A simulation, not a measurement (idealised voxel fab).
process module | voxel quadruple lines
cross-section cut | 165 nm wide | cells 5 nm
A cross-section is a grid of square cells, given in bands from the top down. A band is one or more rows of cells.
Each band's line starts with the height of the band's top and of its bottom, in nm. Then come its materials from left to right, each with its width in nm. One material with "throughout" fills the band from edge to edge. "air" is empty space.
Height 0 is the level under which the wafer as received is all one material. The lowest band goes on downwards, as in "0 down".
A width such as "30 to 40" changes by the same amount from each row of cells to the next, from the band's top row to its bottom row.
"no change" after a step means that no cell of the cross-section changed.
closed voids: empty space of 8 cells or more with no open way to the top, each as width x height at its distance from the left edge, in nm
after a step's settings: what the simulator itself notes on the step
overlay nm, on a step with a mask: how far to the right of its planned place the mask lay; to the left if negative
plan
1 op RECEIVE | material Si
2 op CONFORMAL_DEP | material SiO2 | thk nm 10
3 op DIRECTIONAL_DEP | material TiN | thk nm 15
4 op DIRECTIONAL_DEP | material polySi | thk nm 15
5 op DIRECTIONAL_DEP | material aC | thk nm 20
6 op PATTERN | tone cover | mask id MANDREL | material resist | width nm 25 | thk nm 30 | overlay nm 0
7 op DIRECTIONAL_ETCH | etch materials aC | depth nm 20
8 op STRIP | etch materials resist
9 op CONFORMAL_DEP | material SiO2 | thk nm 15
10 op DIRECTIONAL_ETCH | etch materials SiO2 | depth nm 15
11 op STRIP | etch materials aC
12 op DIRECTIONAL_ETCH | etch materials polySi | depth nm 15
13 op STRIP | etch materials SiO2
14 op CONFORMAL_DEP | material SiCN | thk nm 5
15 op DIRECTIONAL_ETCH | etch materials SiCN | depth nm 5
16 op STRIP | etch materials polySi
17 op DIRECTIONAL_ETCH | etch materials TiN | depth nm 15
18 op STRIP | etch materials SiCN
first wafer, as planned
as received, after step 1
  0 down: Si throughout
  closed voids: none
after step 2
  10 to 0: SiO2 throughout
  below 0: unchanged
after step 3
  25 to 10: TiN throughout
  below 10: unchanged
after step 4
  40 to 25: polySi throughout
  below 25: unchanged
after step 5
  60 to 40: aC throughout
  below 40: unchanged
after step 6
  90 to 60: air 70 | resist 25 | air 70
  below 60: unchanged
after step 7
  70 to 60: air 70 | resist 25 | air 70
  60 to 40: air 70 | aC 25 | air 70
  below 40: unchanged
after step 8
  60 to 40: air 70 | aC 25 | air 70
  below 40: unchanged
after step 9
  75 to 60: air 55 | SiO2 55 | air 55
  60 to 55: air 55 | SiO2 15 | aC 25 | SiO2 15 | air 55
  55 to 40: SiO2 70 | aC 25 | SiO2 70
  below 40: unchanged
after step 10
  60 to 40: air 55 | SiO2 15 | aC 25 | SiO2 15 | air 55
  below 40: unchanged
after step 11
  60 to 40: air 55 | SiO2 15 | air 25 | SiO2 15 | air 55
  below 40: unchanged
after step 12
  60 to 40: air 55 | SiO2 15 | air 25 | SiO2 15 | air 55
  40 to 25: air 55 | polySi 15 | air 25 | polySi 15 | air 55
  below 25: unchanged
after step 13
  40 to 25: air 55 | polySi 15 | air 25 | polySi 15 | air 55
  below 25: unchanged
after step 14
  45 to 40: air 50 | SiCN 25 | air 15 | SiCN 25 | air 50
  40 to 30: air 50 | SiCN 5 | polySi 15 | SiCN 5 | air 15 | SiCN 5 | polySi 15 | SiCN 5 | air 50
  30 to 25: SiCN 55 | polySi 15 | SiCN 25 | polySi 15 | SiCN 55
  below 25: unchanged
after step 15
  40 to 25: air 50 | SiCN 5 | polySi 15 | SiCN 5 | air 15 | SiCN 5 | polySi 15 | SiCN 5 | air 50
  below 25: unchanged
after step 16
  40 to 25: air 50 | SiCN 5 | air 15 | SiCN 5 | air 15 | SiCN 5 | air 15 | SiCN 5 | air 50
  below 25: unchanged
after step 17
  40 to 25: air 50 | SiCN 5 | air 15 | SiCN 5 | air 15 | SiCN 5 | air 15 | SiCN 5 | air 50
  25 to 10: air 50 | TiN 5 | air 15 | TiN 5 | air 15 | TiN 5 | air 15 | TiN 5 | air 50
  below 10: unchanged
after step 18
  25 to 10: air 50 | TiN 5 | air 15 | TiN 5 | air 15 | TiN 5 | air 15 | TiN 5 | air 50
  below 10: unchanged
second wafer: like start, like plan, one mistake. Through step 5 it matches the first wafer
when step 6 should have ended
  90 to 60: air 75 | resist 25 | air 65
  below 60: unchanged
when step 7 should have ended
  70 to 60: air 75 | resist 25 | air 65
  60 to 40: air 75 | aC 25 | air 65
  below 40: unchanged
when step 8 should have ended
  60 to 40: air 75 | aC 25 | air 65
  below 40: unchanged
when step 9 should have ended
  75 to 60: air 60 | SiO2 55 | air 50
  60 to 55: air 60 | SiO2 15 | aC 25 | SiO2 15 | air 50
  55 to 40: SiO2 75 | aC 25 | SiO2 65
  below 40: unchanged
when step 10 should have ended
  60 to 40: air 60 | SiO2 15 | aC 25 | SiO2 15 | air 50
  below 40: unchanged
when step 11 should have ended
  60 to 40: air 60 | SiO2 15 | air 25 | SiO2 15 | air 50
  below 40: unchanged
when step 12 should have ended
  60 to 40: air 60 | SiO2 15 | air 25 | SiO2 15 | air 50
  40 to 25: air 60 | polySi 15 | air 25 | polySi 15 | air 50
  below 25: unchanged
when step 13 should have ended
  40 to 25: air 60 | polySi 15 | air 25 | polySi 15 | air 50
  below 25: unchanged
when step 14 should have ended
  45 to 40: air 55 | SiCN 25 | air 15 | SiCN 25 | air 45
  40 to 30: air 55 | SiCN 5 | polySi 15 | SiCN 5 | air 15 | SiCN 5 | polySi 15 | SiCN 5 | air 45
  30 to 25: SiCN 60 | polySi 15 | SiCN 25 | polySi 15 | SiCN 50
  below 25: unchanged
when step 15 should have ended
  40 to 25: air 55 | SiCN 5 | polySi 15 | SiCN 5 | air 15 | SiCN 5 | polySi 15 | SiCN 5 | air 45
  below 25: unchanged
when step 16 should have ended
  40 to 25: air 55 | SiCN 5 | air 15 | SiCN 5 | air 15 | SiCN 5 | air 15 | SiCN 5 | air 45
  below 25: unchanged
when step 17 should have ended
  40 to 25: air 55 | SiCN 5 | air 15 | SiCN 5 | air 15 | SiCN 5 | air 15 | SiCN 5 | air 45
  25 to 10: air 55 | TiN 5 | air 15 | TiN 5 | air 15 | TiN 5 | air 15 | TiN 5 | air 45
  below 10: unchanged
when step 18 should have ended
  25 to 10: air 55 | TiN 5 | air 15 | TiN 5 | air 15 | TiN 5 | air 15 | TiN 5 | air 45
  below 10: unchanged
what went wrong: step 6 ran as: op PATTERN | tone cover | mask id MANDREL | material resist | width nm 25 | thk nm 30 | overlay nm 5
at the end the second wafer has, in cells: as many of each material as the first, in other places
